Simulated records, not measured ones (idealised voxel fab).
Process module heading - voxel wiring stack
Pictured: cross-section cut, 290 nm wide, on a grid of 5 nm square cells.
Throughout this document, each cross-section is represented as a grid of square cells and is presented as a sequence of bands enumerated from the top downward, where a band comprises one or more rows of cells.
Look at the band entry: it leads with the top's height and the bottom's height in nm. Then it lists the materials left to right, with a width in nm for each. The word "all across" on a single material says that material fills the band edge to edge. The word "blank" is empty space.
A quick word on heights: they are counted from 0, and under that level the wafer as it came to us is one material throughout. The lowest band is different from the rest in having no bottom; it simply continues downward, written as in "0 -> down".
A two-number width, for instance "30 to 40", indicates that the width is equal to the first number in the top row of the band and to the second number in the bottom row, and that it changes by a constant amount per row of cells.
No cell of the cross-section changed in a step that is given as "nothing different".
"Voids, enclosed": sealed empty spaces, 8 cells or more, no open way to top, listed width x height at distance, with distance from the left edge and width, height and distance in nm.
That trailing text on a step's line, after the settings, is the simulator's own remark on the step.
"overlay nm", when on a step's line for a step with a mask, measures how far to the right of its planned place the mask lay; a negative measure means to the left.
Heads up before you read on: it's before/after pairs around one process step each, after side only down to the lowest band that changed, step plus settings under the pair. Pairs can be from different runs of this module, same starting wafer, so only chain a pair onto the one above if its "Prior state" entry says so.

**Prior state**
  65 -> 50: blank=100 | SiO2=5 | blank=30 | SiO2=20 | blank=45 | SiO2=5 | blank=85
  50 -> 40: SiO2=85 | blank=15 | SiO2=85 | blank=15 | SiO2=90
  40 -> 35: SiCN all across
  35 -> 20: SiO2=85 | TiN=5 | Cu=10 | TiN=5 | SiO2=30 | TiN=5 | Cu=10 | TiN=5 | SiO2=30 | TiN=5 | Cu=10 | TiN=5 | SiO2=85
  20 -> 15: SiN=85 | TiN=20 | SiN=30 | TiN=20 | SiN=30 | TiN=20 | SiN=85
  15 -> 0: SiO2 all across
  0 -> down: Si all across
  Voids, enclosed: none

**Result of Step**
  70 -> 65: blank=95 | TiN=15 | blank=20 | TiN=30 | blank=35 | TiN=15 | blank=80
  65 -> 55: blank=95 | TiN=5 | SiO2=5 | TiN=5 | blank=20 | TiN=5 | SiO2=20 | TiN=5 | blank=35 | TiN=5 | SiO2=5 | TiN=5 | blank=80
  55 -> 50: TiN=90 | blank=5 | TiN=5 | SiO2=5 | TiN=30 | SiO2=20 | TiN=35 | blank=5 | TiN=5 | SiO2=5 | TiN=85
  50 -> 45: SiO2=85 | TiN=5 | blank=5 | TiN=5 | SiO2=85 | TiN=5 | blank=5 | TiN=5 | SiO2=90
  45 -> 40: SiO2=85 | TiN=15 | SiO2=85 | TiN=15 | SiO2=90
  Heights below 40 show no change.
  Voids, enclosed: none
Step between the pre-process and post-process cross-sections given above: CONFORMAL_DEP | material TiN | thk nm 5

Prior state: This step starts from the configuration shown after the step in the pair immediately above.

**Result of Step**
  80 -> 70: Ru all across
  70 -> 65: Ru=95 | TiN=15 | Ru=20 | TiN=30 | Ru=35 | TiN=15 | Ru=80
  65 -> 55: Ru=95 | TiN=5 | SiO2=5 | TiN=5 | Ru=20 | TiN=5 | SiO2=20 | TiN=5 | Ru=35 | TiN=5 | SiO2=5 | TiN=5 | Ru=80
  55 -> 50: TiN=90 | Ru=5 | TiN=5 | SiO2=5 | TiN=30 | SiO2=20 | TiN=35 | Ru=5 | TiN=5 | SiO2=5 | TiN=85
  50 -> 45: SiO2=85 | TiN=5 | Ru=5 | TiN=5 | SiO2=85 | TiN=5 | Ru=5 | TiN=5 | SiO2=90
  Heights below 45 show no change.
  Voids, enclosed: none
Step between the pre-process and post-process cross-sections given above: FILL_DEP | material Ru | thk nm 10

Prior state: This step starts from the configuration shown after the step in the pair immediately above.

**Result of Step**
  65 -> 55: Ru=95 | TiN=5 | SiO2=5 | TiN=5 | Ru=20 | TiN=5 | SiO2=20 | TiN=5 | Ru=35 | TiN=5 | SiO2=5 | TiN=5 | Ru=80
  Heights below 55 show no change.
  Voids, enclosed: none
Step between the pre-process and post-process cross-sections given above: CMP | height nm 65

Prior state: This step starts from the configuration shown after the step in the pair immediately above.

**Result of Step**
  70 -> 65: SiCN all across
  Heights below 65 show no change.
  Voids, enclosed: none
Step between the pre-process and post-process cross-sections given above: CONFORMAL_DEP | material SiCN | thk nm 5

Prior state: This step starts from the configuration shown after the step in the pair immediately above.

**Result of Step**
  100 -> 70: lowk all across
  Heights below 70 show no change.
  Voids, enclosed: none
Step between the pre-process and post-process cross-sections given above: DIRECTIONAL_DEP | material lowk | thk nm 30

Prior state: This step starts from the configuration shown after the step in the pair immediately above.

**Result of Step**
  120 -> 100: resist=85 | blank=15 | resist=85 | blank=15 | resist=90
  Heights below 100 show no change.
  Voids, enclosed: none
Step between the pre-process and post-process cross-sections given above: PATTERN | tone open | mask id METAL_3_HOLES | material resist | width nm 15 | pitch nm 100 | thk nm 20 | overlay nm 0

Prior state: This step starts from the configuration shown after the step in the pair immediately above.

**Result of Step**
  120 -> 100: resist=85 | blank=15 | resist=85 | blank=15 | resist=90
  100 -> 70: lowk=85 | blank=15 | lowk=85 | blank=15 | lowk=90
  Heights below 70 show no change.
  Voids, enclosed: none
Step between the pre-process and post-process cross-sections given above: DIRECTIONAL_ETCH | etch materials lowk | depth nm 30

Prior state: This step starts from the configuration shown after the step in the pair immediately above.

**Result of Step**
  100 -> 70: lowk=85 | blank=15 | lowk=85 | blank=15 | lowk=90
  Heights below 70 show no change.
  Voids, enclosed: none
Step between the pre-process and post-process cross-sections given above: STRIP | etch materials resist

Prior state: This step starts from the configuration shown after the step in the pair immediately above.

**Result of Step**
  100 -> 80: lowk=85 | blank=20 | lowk=30 | blank=20 | lowk=30 | blank=20 | lowk=85
  Heights below 80 show no change.
  Voids, enclosed: none
Step between the pre-process and post-process cross-sections given above: MASKED_ETCH | tone open | mask id METAL_3 | width nm 20 | pitch nm 50 | etch materials lowk | depth nm 20 | overlay nm 0

Prior state: This step starts from the configuration shown after the step in the pair immediately above.

**Result of Step**
  100 -> 80: lowk=85 | blank=20 | lowk=30 | blank=20 | lowk=30 | blank=20 | lowk=85
  80 -> 70: lowk=85 | blank=15 | lowk=85 | blank=15 | lowk=90
  70 -> 65: SiCN=85 | blank=15 | SiCN=85 | blank=15 | SiCN=90
  Heights below 65 show no change.
  Voids, enclosed: none
Step between the pre-process and post-process cross-sections given above: MASKED_ETCH | tone open | mask id METAL_3 | width nm 20 | pitch nm 50 | etch materials SiCN | depth nm 5 | overlay nm 0

Prior state: This step starts from the configuration shown after the step in the pair immediately above.

**Result of Step**
  105 -> 100: TiN=90 | blank=10 | TiN=40 | blank=10 | TiN=40 | blank=10 | TiN=90
  100 -> 85: lowk=85 | TiN=5 | blank=10 | TiN=5 | lowk=30 | TiN=5 | blank=10 | TiN=5 | lowk=30 | TiN=5 | blank=10 | TiN=5 | lowk=85
  85 -> 80: lowk=85 | TiN=5 | blank=5 | TiN=10 | lowk=30 | TiN=20 | lowk=30 | TiN=5 | blank=5 | TiN=10 | lowk=85
  80 -> 70: lowk=85 | TiN=5 | blank=5 | TiN=5 | lowk=85 | TiN=5 | blank=5 | TiN=5 | lowk=90
  70 -> 65: SiCN=85 | TiN=15 | SiCN=85 | TiN=15 | SiCN=90
  Heights below 65 show no change.
  Voids, enclosed: none
Step between the pre-process and post-process cross-sections given above: CONFORMAL_DEP | material TiN | thk nm 5

Prior state: This step starts from the configuration shown after the step in the pair immediately above.

**Result of Step**
  115 -> 105: Ru all across
  105 -> 100: TiN=90 | Ru=10 | TiN=40 | Ru=10 | TiN=40 | Ru=10 | TiN=90
  100 -> 85: lowk=85 | TiN=5 | Ru=10 | TiN=5 | lowk=30 | TiN=5 | Ru=10 | TiN=5 | lowk=30 | TiN=5 | Ru=10 | TiN=5 | lowk=85
  85 -> 80: lowk=85 | TiN=5 | Ru=5 | TiN=10 | lowk=30 | TiN=20 | lowk=30 | TiN=5 | Ru=5 | TiN=10 | lowk=85
  80 -> 70: lowk=85 | TiN=5 | Ru=5 | TiN=5 | lowk=85 | TiN=5 | Ru=5 | TiN=5 | lowk=90
  Heights below 70 show no change.
  Voids, enclosed: none
Step between the pre-process and post-process cross-sections given above: FILL_DEP | material Ru | thk nm 10

Prior state: This step starts from the configuration shown after the step in the pair immediately above.

**Result of Step**
  100 -> 85: lowk=85 | TiN=5 | Ru=10 | TiN=5 | lowk=30 | TiN=5 | Ru=10 | TiN=5 | lowk=30 | TiN=5 | Ru=10 | TiN=5 | lowk=85
  Heights below 85 show no change.
  Voids, enclosed: none
Step between the pre-process and post-process cross-sections given above: CMP | height nm 100

Prior state: This step starts from the configuration shown after the step in the pair immediately above.

**Result of Step**
  105 -> 100: SiCN all across
  Heights below 100 show no change.
  Voids, enclosed: none
Step between the pre-process and post-process cross-sections given above: CONFORMAL_DEP | material SiCN | thk nm 5

Prior state: This step starts from the configuration shown after the step in the pair immediately above.

**Result of Step**
  115 -> 105: lowk all across
  Heights below 105 show no change.
  Voids, enclosed: none
Step between the pre-process and post-process cross-sections given above: DIRECTIONAL_DEP | material lowk | thk nm 10

Prior state: This step starts from the configuration shown after the step in the pair immediately above.

**Result of Step**
  115 -> 105: lowk=85 | blank=15 | lowk=35 | blank=15 | lowk=35 | blank=15 | lowk=90
  Heights below 105 show no change.
  Voids, enclosed: none
Step between the pre-process and post-process cross-sections given above: MASKED_ETCH | tone open | mask id PLUG_3 | width nm 15 | pitch nm 50 | etch materials lowk | depth nm 10 | overlay nm 0

Prior state: This step starts from the configuration shown after the step in the pair immediately above.

**Result of Step**
  115 -> 105: lowk=85 | blank=15 | lowk=35 | blank=15 | lowk=35 | blank=15 | lowk=90
  105 -> 100: SiCN=85 | blank=15 | SiCN=35 | blank=15 | SiCN=35 | blank=15 | SiCN=90
  Heights below 100 show no change.
  Voids, enclosed: none
Step between the pre-process and post-process cross-sections given above: MASKED_ETCH | tone open | mask id PLUG_3 | width nm 15 | pitch nm 50 | etch materials SiCN | depth nm 5 | overlay nm 0

Prior state: This step starts from the configuration shown after the step in the pair immediately above.

**Result of Step**
  115 -> 110: lowk=85 | blank=15 | lowk=35 | blank=15 | lowk=35 | blank=15 | lowk=90
  110 -> 105: lowk=85 | Ru=15 | lowk=35 | Ru=15 | lowk=35 | Ru=15 | lowk=90
  105 -> 100: SiCN=85 | Ru=15 | SiCN=35 | Ru=15 | SiCN=35 | Ru=15 | SiCN=90
  Heights below 100 show no change.
  Voids, enclosed: none
Step between the pre-process and post-process cross-sections given above: EPI | material Ru | thk nm 10

Prior state: This step starts from the configuration shown after the step in the pair immediately above.

**Result of Step**
  115 -> 105: lowk=85 | Ru=15 | lowk=35 | Ru=15 | lowk=35 | Ru=15 | lowk=90
  Heights below 105 show no change.
  Voids, enclosed: none
Step between the pre-process and post-process cross-sections given above: EPI | material Ru | thk nm 5

Prior state: This step starts from the configuration shown after the step in the pair immediately above.

**Result of Step**
  120 -> 115: SiN all across
  Heights below 115 show no change.
  Voids, enclosed: none
Step between the pre-process and post-process cross-sections given above: CONFORMAL_DEP | material SiN | thk nm 5

Prior state: This step starts from the configuration shown after the step in the pair immediately above.

**Result of Step**
  135 -> 120: lowk all across
  Heights below 120 show no change.
  Voids, enclosed: none
Step between the pre-process and post-process cross-sections given above: DIRECTIONAL_DEP | material lowk | thk nm 15

Prior state: This step starts from the configuration shown after the step in the pair immediately above.

**Result of Step**
  150 -> 135: aC all across
  Heights below 135 show no change.
  Voids, enclosed: none
Step between the pre-process and post-process cross-sections given above: DIRECTIONAL_DEP | material aC | thk nm 15

Prior state: This step starts from the configuration shown after the step in the pair immediately above.

**Result of Step**
  185 -> 150: resist=85 | blank=20 | resist=30 | blank=20 | resist=30 | blank=20 | resist=85
  Heights below 150 show no change.
  Voids, enclosed: none
Step between the pre-process and post-process cross-sections given above: PATTERN | tone open | mask id METAL_4 | material resist | width nm 20 | pitch nm 50 | thk nm 35 | overlay nm 0

Prior state: This step starts from the configuration shown after the step in the pair immediately above.

**Result of Step**
  170 -> 150: resist=85 | blank=20 | resist=30 | blank=20 | resist=30 | blank=20 | resist=85
  150 -> 135: aC=85 | blank=20 | aC=30 | blank=20 | aC=30 | blank=20 | aC=85
  Heights below 135 show no change.
  Voids, enclosed: none
Step between the pre-process and post-process cross-sections given above: DIRECTIONAL_ETCH | etch materials aC | depth nm 15

Prior state: This step starts from the configuration shown after the step in the pair immediately above.

**Result of Step**
  150 -> 135: aC=85 | blank=20 | aC=30 | blank=20 | aC=30 | blank=20 | aC=85
  Heights below 135 show no change.
  Voids, enclosed: none
Step between the pre-process and post-process cross-sections given above: STRIP | etch materials resist

Prior state: This step starts from the configuration shown after the step in the pair immediately above.

**Result of Step**
  150 -> 135: aC=85 | blank=20 | aC=30 | blank=20 | aC=30 | blank=20 | aC=85
  135 -> 120: lowk=85 | blank=20 | lowk=30 | blank=20 | lowk=30 | blank=20 | lowk=85
  Heights below 120 show no change.
  Voids, enclosed: none
Step between the pre-process and post-process cross-sections given above: DIRECTIONAL_ETCH | etch materials lowk | depth nm 15

Prior state: This step starts from the configuration shown after the step in the pair immediately above.

**Result of Step**
  150 -> 135: aC=85 | blank=20 | aC=30 | blank=20 | aC=30 | blank=20 | aC=85
  135 -> 120: lowk=85 | blank=20 | lowk=30 | blank=20 | lowk=30 | blank=20 | lowk=85
  120 -> 115: SiN=85 | blank=20 | SiN=30 | blank=20 | SiN=30 | blank=20 | SiN=85
  Heights below 115 show no change.
  Voids, enclosed: none
Step between the pre-process and post-process cross-sections given above: DIRECTIONAL_ETCH | etch materials SiN | depth nm 5

Prior state: This step starts from the configuration shown after the step in the pair immediately above.

**Result of Step**
  135 -> 120: lowk=85 | blank=20 | lowk=30 | blank=20 | lowk=30 | blank=20 | lowk=85
  Heights below 120 show no change.
  Voids, enclosed: none
Step between the pre-process and post-process cross-sections given above: STRIP | etch materials aC

Prior state: This step starts from the configuration shown after the step in the pair immediately above.

**Result of Step**
  140 -> 135: TiN=90 | blank=10 | TiN=40 | blank=10 | TiN=40 | blank=10 | TiN=90
  135 -> 120: lowk=85 | TiN=5 | blank=10 | TiN=5 | lowk=30 | TiN=5 | blank=10 | TiN=5 | lowk=30 | TiN=5 | blank=10 | TiN=5 | lowk=85
  120 -> 115: SiN=85 | TiN=20 | SiN=30 | TiN=20 | SiN=30 | TiN=20 | SiN=85
  Heights below 115 show no change.
  Voids, enclosed: none
Step between the pre-process and post-process cross-sections given above: CONFORMAL_DEP | material TiN | thk nm 5

Prior state: This step starts from the configuration shown after the step in the pair immediately above.

**Result of Step**
  145 -> 140: Ru all across
  140 -> 135: TiN=90 | Ru=10 | TiN=40 | Ru=10 | TiN=40 | Ru=10 | TiN=90
  135 -> 120: lowk=85 | TiN=5 | Ru=10 | TiN=5 | lowk=30 | TiN=5 | Ru=10 | TiN=5 | lowk=30 | TiN=5 | Ru=10 | TiN=5 | lowk=85
  Heights below 120 show no change.
  Voids, enclosed: none
Step between the pre-process and post-process cross-sections given above: FILL_DEP | material Ru | thk nm 5

Prior state: This step starts from the configuration shown after the step in the pair immediately above.

**Result of Step**
  135 -> 120: lowk=85 | TiN=5 | Ru=10 | TiN=5 | lowk=30 | TiN=5 | Ru=10 | TiN=5 | lowk=30 | TiN=5 | Ru=10 | TiN=5 | lowk=85
  Heights below 120 show no change.
  Voids, enclosed: none
Step between the pre-process and post-process cross-sections given above: CMP | height nm 135

Prior state: This step starts from the configuration shown after the step in the pair immediately above.

**Result of Step**
  140 -> 135: blank=80 | Ru=30 | blank=20 | Ru=30 | blank=20 | Ru=30 | blank=80
  Heights below 135 show no change.
  Voids, enclosed: none
Step between the pre-process and post-process cross-sections given above: EPI | material Ru | thk nm 5

Prior state: This step starts from the configuration shown after the step in the pair immediately above.

**Result of Step**
  145 -> 140: SiCN all across
  140 -> 135: SiCN=80 | Ru=30 | SiCN=20 | Ru=30 | SiCN=20 | Ru=30 | SiCN=80
  Heights below 135 show no change.
  Voids, enclosed: none
Step between the pre-process and post-process cross-sections given above: FILL_DEP | material SiCN | thk nm 5
